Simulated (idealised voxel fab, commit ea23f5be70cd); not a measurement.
A process module follows: voxel wiring stack.
Section shown: cut. Width: 185 nm. Cell size: 5 nm, square.
Reading order for cross-sections: top band down to bottom band. Underlying form: a grid of square cells. Band size: one or more rows of cells.
Band: top and bottom heights (nm) first, top before bottom; then materials from left to right, widths in nm. "all across" marks a sole material filling the band edge to edge. "air" denotes empty space.
Counting heights begins at 0, where everything beneath is, in the wafer as received, one material. The lowest band has no bottom; it goes on downwards, as "0 and below" shows.
The two numbers in a width such as "30..40" mark its ends across the band: the first belongs to the top row of cells, the second to the bottom row, and from each row to the next the width moves by the same amount.
"same as before" -> step changed no cross-section cell.
The label "Enclosed cavity list" introduces a list of the empty spaces, 8 cells or larger, that have no open way up to the top; each entry in it reads width x height at distance, where the distance is taken from the left edge and all three are stated in nm.
On a step's line, text after the settings is the simulator commenting on that step.
On any step carrying a mask, the "overlay nm" setting, if present on the step's line, tells how far right of its planned place the mask lay; negative values point to the left.

The process steps that were planned are listed below
1 RECEIVE,material Si
2 CONFORMAL_DEP,material SiO2,thk nm 10
3 CONFORMAL_DEP,material SiCN,thk nm 5
4 DIRECTIONAL_DEP,material SiO2,thk nm 20
5 DIRECTIONAL_DEP,material aC,thk nm 15
6 PATTERN,tone open,mask id METAL_1,material resist,width nm 30,pitch nm 50,thk nm 35,overlay nm 0
7 DIRECTIONAL_ETCH,etch materials aC,depth nm 15
8 STRIP,etch materials resist
9 DIRECTIONAL_ETCH,etch materials SiO2,depth nm 20
10 DIRECTIONAL_ETCH,etch materials SiCN,depth nm 5
11 STRIP,etch materials aC
12 CONFORMAL_DEP,material TiN,thk nm 5
13 FILL_DEP,material Ru,thk nm 5
14 CMP,height nm 35
15 CONFORMAL_DEP,material SiCN,thk nm 5
16 DIRECTIONAL_DEP,material lowk,thk nm 35
17 PATTERN,tone open,mask id METAL_2,material resist,width nm 30,pitch nm 50,thk nm 20,overlay nm 0
18 DIRECTIONAL_ETCH,etch materials lowk,depth nm 20
19 STRIP,etch materials resist
20 PATTERN,tone open,mask id METAL_2_HOLES,material resist,width nm 15,pitch nm 50,thk nm 15,overlay nm 0
21 DIRECTIONAL_ETCH,etch materials lowk,depth nm 15
22 DIRECTIONAL_ETCH,etch materials SiCN,depth nm 5
23 STRIP,etch materials resist
24 CONFORMAL_DEP,material TiN,thk nm 5
25 FILL_DEP,material Cu,thk nm 5
26 CMP,height nm 75
27 CONFORMAL_DEP,material SiN,thk nm 5

Delivered wafer in cross-section: state after step 1
    0 and below | Si all across
    Enclosed cavity list: none

The first of two wafers, cross-sectioned at the end of the module, with the run proceeding as planned
    80 down to 75 | SiN all across
    75 down to 60 | 50 of lowk; 5 of TiN; 20 of Cu; 5 of TiN; 20 of lowk; 5 of TiN; 20 of Cu; 5 of TiN; 55 of lowk
    60 down to 55 | 50 of lowk; 5 of TiN; 5 of Cu; 20 of TiN; 20 of lowk; 5 of TiN; 5 of Cu; 20 of TiN; 55 of lowk
    55 down to 40 | 50 of lowk; 5 of TiN; 5 of Cu; 5 of TiN; 35 of lowk; 5 of TiN; 5 of Cu; 5 of TiN; 70 of lowk
    40 down to 35 | 50 of SiCN; 15 of TiN; 35 of SiCN; 15 of TiN; 70 of SiCN
    35 down to 15 | 50 of SiO2; 5 of TiN; 20 of Ru; 5 of TiN; 20 of SiO2; 5 of TiN; 20 of Ru; 5 of TiN; 55 of SiO2
    15 down to 10 | 50 of SiCN; 30 of TiN; 20 of SiCN; 30 of TiN; 55 of SiCN
    10 down to 0 | SiO2 all across
    0 and below | Si all across
    Enclosed cavity list: none

Second wafer at the end: like start, like plan, one mistake
    80 down to 75 | SiN all across
    75 down to 55 | 50 of lowk; 5 of TiN; 20 of Cu; 5 of TiN; 20 of lowk; 5 of TiN; 20 of Cu; 5 of TiN; 55 of lowk
    55 down to 50 | 50 of lowk; 5 of TiN; 5 of Cu; 20 of TiN; 20 of lowk; 5 of TiN; 5 of Cu; 20 of TiN; 55 of lowk
    50 down to 40 | 50 of lowk; 5 of TiN; 5 of Cu; 5 of TiN; 35 of lowk; 5 of TiN; 5 of Cu; 5 of TiN; 70 of lowk
    40 down to 35 | 50 of SiCN; 15 of TiN; 35 of SiCN; 15 of TiN; 70 of SiCN
    35 down to 15 | 50 of SiO2; 5 of TiN; 20 of Ru; 5 of TiN; 20 of SiO2; 5 of TiN; 20 of Ru; 5 of TiN; 55 of SiO2
    15 down to 10 | 50 of SiCN; 30 of TiN; 20 of SiCN; 30 of TiN; 55 of SiCN
    10 down to 0 | SiO2 all across
    0 and below | Si all across
    Enclosed cavity list: none
What went wrong in running the wafer? step 18 was run on a setting that differed from the plan, and what really ran there is DIRECTIONAL_ETCH,etch materials lowk,depth nm 25
Final comparison by cell count, materials where the second wafer has more or fewer than the first: +6 Cu | -6 lowk
